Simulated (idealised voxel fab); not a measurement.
A process module follows: voxel transistor to metal.
Displayed cross-section: cut, width of 200 nm, square cells sized 5 nm.
Each cross-section below is a grid of square cells, stated as bands in top-down order, with one or more rows of cells making up each band. Heads up on the band format: heights come first, top then bottom, in nm. After that it's the materials left to right, each with its width in nm. A single material flagged "everywhere" fills the whole band edge to edge, and "air" means there's empty space there. Heads up on the height convention: 0 is the point under which the incoming wafer is all one material, and the lowest band has no bottom, it just keeps going down, like "z 0 and below". It should be noted that a width expressed as "30 to 40" varies in equal increments from row to row of cells within the band, taking the value of the first number at the top row and that of the second number at the bottom row. It should be understood that the words "nothing different", when stated for a given step, signify that the cross-section underwent no change in any of its cells during that step. "Closed empty spaces" enumerates empty spaces isolated from the top, with no open way to it, that contain at least 8 cells, giving each as width x height at distance from the left edge, all three in nm. Note: text after step settings on the step line = simulator remark on that step. The optional step-line setting "overlay nm" applies to steps with a mask and quantifies how far to the right of its planned location the mask lay, a negative value indicating leftward placement.

THE PROCESS STEPS THAT WERE PLANNED ARE LISTED BELOW
| 1 | RECEIVE | material Si |
| 2 | CONFORMAL_DEP | material SiO2 | thk nm 5 |
| 3 | CONFORMAL_DEP | material SiN | thk nm 10 |
| 4 | MASKED_ETCH | tone cover | mask id ACTIVE | width nm 135 | etch materials SiN | depth nm 10 | overlay nm 0 |
| 5 | MASKED_ETCH | tone cover | mask id ACTIVE | width nm 135 | etch materials SiO2 | depth nm 5 | overlay nm -15 |
| 6 | MASKED_ETCH | tone cover | mask id ACTIVE | width nm 135 | etch materials Si | depth nm 35 | overlay nm 0 |
| 7 | OXIDIZE | depth nm 5 |
| 8 | FILL_DEP | material SiO2 | thk nm 10 |
| 9 | CMP | height nm 15 |
| 10 | SELECTIVE_ETCH | etch materials SiO2 | depth nm 5 |
| 11 | STRIP | etch materials SiN |
| 12 | SELECTIVE_ETCH | etch materials SiO2 | depth nm 5 |
| 13 | OXIDIZE | depth nm 5 |
| 14 | DIRECTIONAL_DEP | material polySi | thk nm 30 |
| 15 | DIRECTIONAL_DEP | material SiCN | thk nm 15 |
| 16 | DIRECTIONAL_DEP | material aC | thk nm 15 |
| 17 | PATTERN | tone cover | mask id GATE | material resist | width nm 35 | thk nm 35 | overlay nm 0 |
| 18 | DIRECTIONAL_ETCH | etch materials aC | depth nm 15 |
| 19 | STRIP | etch materials resist |
| 20 | DIRECTIONAL_ETCH | etch materials SiCN | depth nm 25 |
| 21 | DIRECTIONAL_ETCH | etch materials polySi | depth nm 40 |
| 22 | STRIP | etch materials aC |
| 23 | CONFORMAL_DEP | material SiO2 | thk nm 5 |
| 24 | DIRECTIONAL_ETCH | etch materials SiO2 | depth nm 5 |
| 25 | CONFORMAL_DEP | material SiN | thk nm 10 |
| 26 | DIRECTIONAL_ETCH | etch materials SiN | depth nm 10 |
| 27 | DIRECTIONAL_ETCH | etch materials SiO2 | depth nm 5 |
| 28 | DIRECTIONAL_ETCH | etch materials Si | depth nm 5 |
| 29 | EPI | material pSi | thk nm 5 |
| 30 | FILL_DEP | material SiO2 | thk nm 5 |
| 31 | CMP | height nm 30 |
| 32 | STRIP | etch materials polySi |
| 33 | SELECTIVE_ETCH | etch materials SiO2 | depth nm 5 |
| 34 | CONFORMAL_DEP | material HfO2 | thk nm 5 |
| 35 | CONFORMAL_DEP | material TiN | thk nm 5 |
| 36 | FILL_DEP | material W | thk nm 5 |
| 37 | CMP | height nm 25 |
| 38 | DIRECTIONAL_DEP | material SiO2 | thk nm 10 |
| 39 | PATTERN | tone open | mask id CONTACT | material resist | width nm 20 | pitch nm 95 | thk nm 15 | overlay nm 0 |
| 40 | DIRECTIONAL_ETCH | etch materials SiO2 | depth nm 40 |
| 41 | STRIP | etch materials resist |
| 42 | CONFORMAL_DEP | material TiN | thk nm 5 |
| 43 | FILL_DEP | material W | thk nm 10 |
| 44 | CMP | height nm 35 |
| 45 | DIRECTIONAL_DEP | material TiN | thk nm 5 |
| 46 | DIRECTIONAL_DEP | material Ru | thk nm 15 |
| 47 | MASKED_ETCH | tone cover | mask id METAL_1 | width nm 20 | pitch nm 95 | etch materials Ru | depth nm 15 | overlay nm 0 |
| 48 | MASKED_ETCH | tone cover | mask id METAL_1 | width nm 20 | pitch nm 95 | etch materials TiN | depth nm 5 | overlay nm 0 |
| 49 | CONFORMAL_DEP | material SiN | thk nm 5 |
| 50 | FILL_DEP | material lowk | thk nm 5 |
| 51 | CMP | height nm 55 |
| 52 | CONFORMAL_DEP | material SiCN | thk nm 5 |
Wafer-to-wafer difference: overlay nm, step 5. Common start. Plan = first wafer's value.

CROSS-SECTION OF THE FIRST INCOMING WAFER OF SEVERAL, STATE AFTER STEP 1
	z 0 and below = Si everywhere
	Closed empty spaces: none

ONCE STEP 52, THE LAST STEP, IS COMPLETE, THE MODULE IS AT ITS END; THIS IS THE CROSS-SECTION OF THE FIRST OF SEVERAL WAFERS
	z 60 to 55 = SiCN everywhere
	z 55 to 40 = 35 nm lowk  5 nm SiN  20 nm Ru  5 nm SiN  65 nm lowk  5 nm SiN  20 nm Ru  5 nm SiN  40 nm lowk
	z 40 to 35 = 40 nm SiN  20 nm TiN  75 nm SiN  20 nm TiN  45 nm SiN
	z 35 to 25 = 40 nm SiO2  5 nm TiN  10 nm W  5 nm TiN  75 nm SiO2  5 nm TiN  10 nm W  5 nm TiN  45 nm SiO2
	z 25 to 5 = 40 nm SiO2  5 nm TiN  10 nm W  5 nm TiN  5 nm SiO2  10 nm SiN  5 nm HfO2  5 nm TiN  25 nm W  5 nm TiN  5 nm HfO2  10 nm SiN  5 nm SiO2  5 nm TiN  10 nm W  5 nm TiN  45 nm SiO2
	z 5 to 0 = 30 nm SiO2  10 nm SiN  10 nm TiN  5 nm W  5 nm TiN  5 nm SiO2  10 nm SiN  5 nm HfO2  35 nm TiN  5 nm HfO2  10 nm SiN  5 nm SiO2  5 nm TiN  5 nm W  10 nm TiN  10 nm SiN  35 nm SiO2
	z 0 to -5 = 40 nm SiO2  5 nm pSi  15 nm TiN  5 nm pSi  10 nm SiO2  45 nm HfO2  10 nm SiO2  5 nm pSi  15 nm TiN  5 nm pSi  45 nm SiO2
	z -5 to -10 = 20 nm SiO2  20 nm Si  25 nm pSi  65 nm Si  25 nm pSi  5 nm Si  40 nm SiO2
	z -10 to -40 = 20 nm SiO2  140 nm Si  40 nm SiO2
	z -40 and below = Si everywhere
	Closed empty spaces: none

HERE'S THE LAST WAFER CROSS-SECTIONED AT THE END OF THE MODULE
	z 60 to 55 = SiCN everywhere
	z 55 to 40 = 35 nm lowk  5 nm SiN  20 nm Ru  5 nm SiN  65 nm lowk  5 nm SiN  20 nm Ru  5 nm SiN  40 nm lowk
	z 40 to 35 = 40 nm SiN  20 nm TiN  75 nm SiN  20 nm TiN  45 nm SiN
	z 35 to 25 = 40 nm SiO2  5 nm TiN  10 nm W  5 nm TiN  75 nm SiO2  5 nm TiN  10 nm W  5 nm TiN  45 nm SiO2
	z 25 to 5 = 40 nm SiO2  5 nm TiN  10 nm W  5 nm TiN  5 nm SiO2  10 nm SiN  5 nm HfO2  5 nm TiN  25 nm W  5 nm TiN  5 nm HfO2  10 nm SiN  5 nm SiO2  5 nm TiN  10 nm W  5 nm TiN  45 nm SiO2
	z 5 to 0 = 30 nm SiO2  10 nm SiN  10 nm TiN  5 nm W  5 nm TiN  5 nm SiO2  10 nm SiN  5 nm HfO2  35 nm TiN  5 nm HfO2  10 nm SiN  5 nm SiO2  5 nm TiN  5 nm W  10 nm TiN  10 nm SiN  35 nm SiO2
	z 0 to -5 = 40 nm SiO2  5 nm pSi  15 nm TiN  5 nm pSi  10 nm SiO2  45 nm HfO2  10 nm SiO2  5 nm pSi  15 nm TiN  5 nm pSi  45 nm SiO2
	z -5 to -10 = 35 nm SiO2  5 nm Si  25 nm pSi  65 nm Si  25 nm pSi  20 nm Si  25 nm SiO2
	z -10 to -40 = 35 nm SiO2  140 nm Si  25 nm SiO2
	z -40 and below = Si everywhere
	Closed empty spaces: none

END OF MODULE, BY WAFER: MATERIAL-BY-MATERIAL CELL GAIN (+) OR LOSS (-) SINCE RECEIPT, THEN CLOSED VOIDS
overlay nm -15, +19 HfO2, +24 Ru, -134 Si, +40 SiCN, +68 SiN, +260 SiO2, +59 TiN, +46 W, +84 lowk, +14 pSi, Closed empty spaces: none
overlay nm -10, +19 HfO2, +24 Ru, -141 Si, +40 SiCN, +68 SiN, +267 SiO2, +59 TiN, +46 W, +84 lowk, +14 pSi, Closed empty spaces: none
overlay nm -5, +19 HfO2, +24 Ru, -148 Si, +40 SiCN, +68 SiN, +274 SiO2, +59 TiN, +46 W, +84 lowk, +14 pSi, Closed empty spaces: none
overlay nm 0, +19 HfO2, +24 Ru, -155 Si, +40 SiCN, +68 SiN, +281 SiO2, +59 TiN, +46 W, +84 lowk, +14 pSi, Closed empty spaces: none
overlay nm 5, +19 HfO2, +24 Ru, -148 Si, +40 SiCN, +68 SiN, +274 SiO2, +59 TiN, +46 W, +84 lowk, +14 pSi, Closed empty spaces: none
overlay nm 10, +19 HfO2, +24 Ru, -141 Si, +40 SiCN, +68 SiN, +267 SiO2, +59 TiN, +46 W, +84 lowk, +14 pSi, Closed empty spaces: none
overlay nm 15, +19 HfO2, +24 Ru, -134 Si, +40 SiCN, +68 SiN, +260 SiO2, +59 TiN, +46 W, +84 lowk, +14 pSi, Closed empty spaces: none
